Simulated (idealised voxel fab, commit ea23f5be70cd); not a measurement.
The name of this process module is voxel self aligned contacts.
cross-section cut | 300 nm wide | cells 5 nm
Each cross-section below is a grid of square cells, stated as bands in top-down order, with one or more rows of cells making up each band.
First you get the band's top height and its bottom height, in nm, and then the materials it's made of, left to right, with each width in nm. If you see a single material with "everywhere", that one covers the band edge to edge. "air" is empty space.
Heights are expressed relative to 0, this being the level below which the as-received wafer comprises one material exclusively. The lowest band is unbounded in the downward direction and is denoted as in "0 -> down".
Think of "30->40" as a width that walks from the first number to the second as you go down the band, top row to bottom row, taking equal-sized steps from row to row.
Any step labelled "all unchanged" changed none of the cells in the cross-section.
The entry "Sealed-off cavities" lists the empty spaces that cover at least 8 cells and have no open path to the top. Each is written as width x height at distance, where the distance is measured from the left edge and all three values are in nm.
Note: text after step settings on the step line = simulator remark on that step.
overlay nm: where the mask lay relative to plan, measured to the right, on steps with a mask; negatives go left.

-- Process steps - plan
1,RECEIVE (material Si)
2,OXIDIZE (depth nm 5)
3,DIRECTIONAL_DEP (material polySi; thk nm 25)
4,DIRECTIONAL_DEP (material SiN; thk nm 25)
5,DIRECTIONAL_DEP (material aC; thk nm 10)
6,PATTERN (tone cover; mask id GATE; material resist; width nm 35; pitch nm 80; thk nm 25; overlay nm 0)
7,DIRECTIONAL_ETCH (etch materials aC; depth nm 10)
8,STRIP (etch materials resist)
9,DIRECTIONAL_ETCH (etch materials SiN; depth nm 25)
10,DIRECTIONAL_ETCH (etch materials polySi; depth nm 25)
11,STRIP (etch materials aC)
12,CONFORMAL_DEP (material SiN; thk nm 10)
13,DIRECTIONAL_ETCH (etch materials SiN; depth nm 10)
14,FILL_DEP (material SiO2; thk nm 15)
15,CMP (height nm 60)
16,DIRECTIONAL_DEP (material aC; thk nm 10)
17,PATTERN (tone open; mask id CONTACT; material resist; width nm 65; pitch nm 80; thk nm 25; overlay nm 0)
18,DIRECTIONAL_ETCH (etch materials aC; depth nm 10)
19,STRIP (etch materials resist)
20,DIRECTIONAL_ETCH (etch materials SiO2; depth nm 65)
21,STRIP (etch materials aC)
22,CONFORMAL_DEP (material TiN; thk nm 5)
23,FILL_DEP (material Ru; thk nm 10)
24,CMP (height nm 60)
25,CONFORMAL_DEP (material SiN; thk nm 5)

-- Cross-section of the wafer upon arrival, representing the state reached after step 1
* 0 -> down: Si everywhere
* Sealed-off cavities: none

-- Cross-sectional image of the first of two wafers at the end of the module, the run having proceeded as planned
* 65 -> 60: SiN everywhere
* 60 -> 50: SiO2: 75  TiN: 5->25  Ru: 55->15  TiN: 5->25  SiO2: 15  TiN: 5->25  Ru: 55->15  TiN: 5->25  SiO2: 80
* 50 -> 25: SiO2: 40  SiN: 55  TiN: 5  Ru: 15  TiN: 5  SiN: 55  TiN: 5  Ru: 15  TiN: 5  SiN: 55  SiO2: 45
* 25 -> 0: SiO2: 40  SiN: 10  polySi: 35  SiN: 10  TiN: 5  Ru: 15  TiN: 5  SiN: 10  polySi: 35  SiN: 10  TiN: 5  Ru: 15  TiN: 5  SiN: 10  polySi: 35  SiN: 10  SiO2: 45
* 0 -> -5: SiO2: 95  TiN: 25  SiO2: 55  TiN: 25  SiO2: 100
* -5 -> down: Si everywhere
* Sealed-off cavities: none

-- Cross-sectional image of the second wafer of the two following completion of the module. Starting state and process plan were the same as for the first wafer; one execution error occurred
* 65 -> 60: SiN everywhere
* 60 -> 50: SiO2: 75  TiN: 5->25  Ru: 55->15  TiN: 5->25  SiO2: 15  TiN: 5->25  Ru: 55->15  TiN: 5->25  SiO2: 80
* 50 -> 25: SiO2: 40  SiN: 55  TiN: 5  Ru: 15  TiN: 5  SiN: 55  TiN: 5  Ru: 15  TiN: 5  SiN: 55  SiO2: 45
* 25 -> 5: SiO2: 40  SiN: 10  polySi: 35  SiN: 10  TiN: 5  Ru: 15  TiN: 5  SiN: 10  polySi: 35  SiN: 10  TiN: 5  Ru: 15  TiN: 5  SiN: 10  polySi: 35  SiN: 10  SiO2: 45
* 5 -> 0: SiO2: 40  SiN: 10  polySi: 35  SiN: 10  TiN: 25  SiN: 10  polySi: 35  SiN: 10  TiN: 25  SiN: 10  polySi: 35  SiN: 10  SiO2: 45
* 0 -> down: Si everywhere
* Sealed-off cavities: none
Here's what went sideways: not run: step 2 of the plan (skipped)
Bottom line after processing is that, in cells, the second wafer is up or down on some materials versus the first: Ru -6; Si +60; SiO2 -50; TiN -4
